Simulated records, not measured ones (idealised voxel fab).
Presented below is a process module, voxel transistor to metal.
Section shown: cut. Width: 140 nm. Cell size: 5 nm, square.
Square cells in a grid make up a cross-section in this document, and the grid is given as bands, listed from the top down, each one or more rows of cells.
The entry gives the band's vertical extent as a top height and a bottom height in nm, then its horizontal make-up as materials from left to right, each with a width in nm. "air" stands for empty space; a single material marked "all across" fills the band edge to edge.
We count height from 0. Below that, the starting wafer is all one material. The lowest band never ends at the bottom but goes on down; see "0..down" for how that is written.
A two-number width, for instance "30->40", indicates that the width is equal to the first number in the top row of the band and to the second number in the bottom row, and that it changes by a constant amount per row of cells.
Where a step carries "remains unaltered", the cross-section came out of it unchanged, cell for cell.
Closed empty spaces (no open way to the top) of 8 cells or more are what "Enclosed void entries" lists, each as width x height at distance from the left edge, nm for all three.
Text after the settings on a step's line: the simulator's own remark on that step.
"overlay nm" on a masked step: distance the mask lay right of its planned place, negative for left.

Planned step list for the process
| 1 | RECEIVE with material Si |
| 2 | CONFORMAL_DEP with material SiO2, thk nm 5 |
| 3 | CONFORMAL_DEP with material SiN, thk nm 10 |
| 4 | MASKED_ETCH with tone cover, mask id ACTIVE, width nm 95, etch materials SiN, depth nm 10, overlay nm 0 |
| 5 | MASKED_ETCH with tone cover, mask id ACTIVE, width nm 95, etch materials SiO2, depth nm 5, overlay nm 0 |
| 6 | MASKED_ETCH with tone cover, mask id ACTIVE, width nm 95, etch materials Si, depth nm 35, overlay nm 0 |
| 7 | FILL_DEP with material SiO2, thk nm 10 |
| 8 | CMP with height nm 15 |
| 9 | SELECTIVE_ETCH with etch materials SiO2, depth nm 5 |
| 10 | STRIP with etch materials SiN |
| 11 | SELECTIVE_ETCH with etch materials SiO2, depth nm 5 |
| 12 | OXIDIZE with depth nm 5 |
| 13 | DIRECTIONAL_DEP with material polySi, thk nm 25 |
| 14 | DIRECTIONAL_DEP with material SiCN, thk nm 15 |
| 15 | DIRECTIONAL_DEP with material aC, thk nm 10 |
| 16 | PATTERN with tone cover, mask id GATE, material resist, width nm 15, thk nm 25, overlay nm 0 |
| 17 | DIRECTIONAL_ETCH with etch materials aC, depth nm 10 |
| 18 | STRIP with etch materials resist |
| 19 | DIRECTIONAL_ETCH with etch materials SiCN, depth nm 25 |
| 20 | DIRECTIONAL_ETCH with etch materials polySi, depth nm 35 |
| 21 | STRIP with etch materials aC |
| 22 | CONFORMAL_DEP with material SiO2, thk nm 5 |
| 23 | DIRECTIONAL_ETCH with etch materials SiO2, depth nm 5 |
| 24 | CONFORMAL_DEP with material SiN, thk nm 5 |
| 25 | DIRECTIONAL_ETCH with etch materials SiN, depth nm 5 |
| 26 | DIRECTIONAL_ETCH with etch materials SiO2, depth nm 5 |
| 27 | DIRECTIONAL_ETCH with etch materials Si, depth nm 15 |
| 28 | EPI with material nSi, thk nm 20 |
| 29 | FILL_DEP with material SiO2, thk nm 5 |
| 30 | CMP with height nm 40 |
| 31 | DIRECTIONAL_DEP with material SiO2, thk nm 10 |
| 32 | MASKED_ETCH with tone open, mask id CONTACT, width nm 30, pitch nm 55, etch materials SiO2, depth nm 35, overlay nm 0 |
| 33 | CONFORMAL_DEP with material TiN, thk nm 5 |
| 34 | FILL_DEP with material W, thk nm 10 |
| 35 | CMP with height nm 50 |
| 36 | DIRECTIONAL_DEP with material TiN, thk nm 5 |
| 37 | DIRECTIONAL_DEP with material Ru, thk nm 20 |
| 38 | DIRECTIONAL_DEP with material aC, thk nm 15 |
| 39 | PATTERN with tone cover, mask id METAL_1, material resist, width nm 20, pitch nm 65, thk nm 30, overlay nm 0 |
| 40 | DIRECTIONAL_ETCH with etch materials aC, depth nm 15 |
| 41 | STRIP with etch materials resist |
| 42 | DIRECTIONAL_ETCH with etch materials Ru, depth nm 20 |
| 43 | DIRECTIONAL_ETCH with etch materials TiN, depth nm 5 |
| 44 | STRIP with etch materials aC |
| 45 | CONFORMAL_DEP with material SiCN, thk nm 5 |
| 46 | FILL_DEP with material SiO2, thk nm 10 |
| 47 | CMP with height nm 75 |
| 48 | CONFORMAL_DEP with material SiN, thk nm 5 |

As received, after step 1
* 0..down  Si all across
* Enclosed void entries: none

Cross-section, end of module. Start: as above. Plan: as above. Execution: one mistake
* 80..75  SiN all across
* 75..70  SiCN=25, then TiN=20, then SiCN=45, then TiN=20, then SiCN=30
* 70..50  Ru all across
* 50..40  SiO2=25, then TiN=5, then W=20->15, then TiN=5->10, then SiO2=25, then TiN=5->10, then W=20->15, then TiN=5, then SiO2=30
* 40..25  SiO2=25, then TiN=5, then W=15, then TiN=5, then SiN=5, then SiO2=5, then SiCN=15, then SiO2=5, then SiN=5, then TiN=5, then W=15, then TiN=5, then SiO2=30
* 25..20  SiO2=25, then TiN=5, then W=15, then TiN=5, then SiN=5, then SiO2=5, then polySi=15, then SiO2=5, then SiN=5, then TiN=5, then W=15, then TiN=5, then SiO2=30
* 20..15  SiO2=25, then TiN=25, then SiN=5, then SiO2=5, then polySi=15, then SiO2=5, then SiN=5, then TiN=25, then SiO2=30
* 15..5  SiO2=15, then nSi=35, then SiN=5, then SiO2=5, then polySi=15, then SiO2=5, then SiN=5, then nSi=35, then SiO2=20
* 5..0  SiO2=15, then nSi=5, then SiN=5, then nSi=25, then SiN=5, then SiO2=5, then polySi=15, then SiO2=5, then SiN=5, then nSi=25, then SiN=5, then nSi=5, then SiO2=20
* 0..-5  SiO2=25, then nSi=25, then SiO2=35, then nSi=25, then SiO2=30
* -5..-20  SiO2=20, then Si=5, then nSi=25, then Si=35, then nSi=25, then Si=5, then SiO2=25
* -20..-35  SiO2=20, then Si=95, then SiO2=25
* -35..down  Si all across
* Enclosed void entries: none
Which mistake was made when the wafer was run? steps 36 and 37: order swapped relative to plan
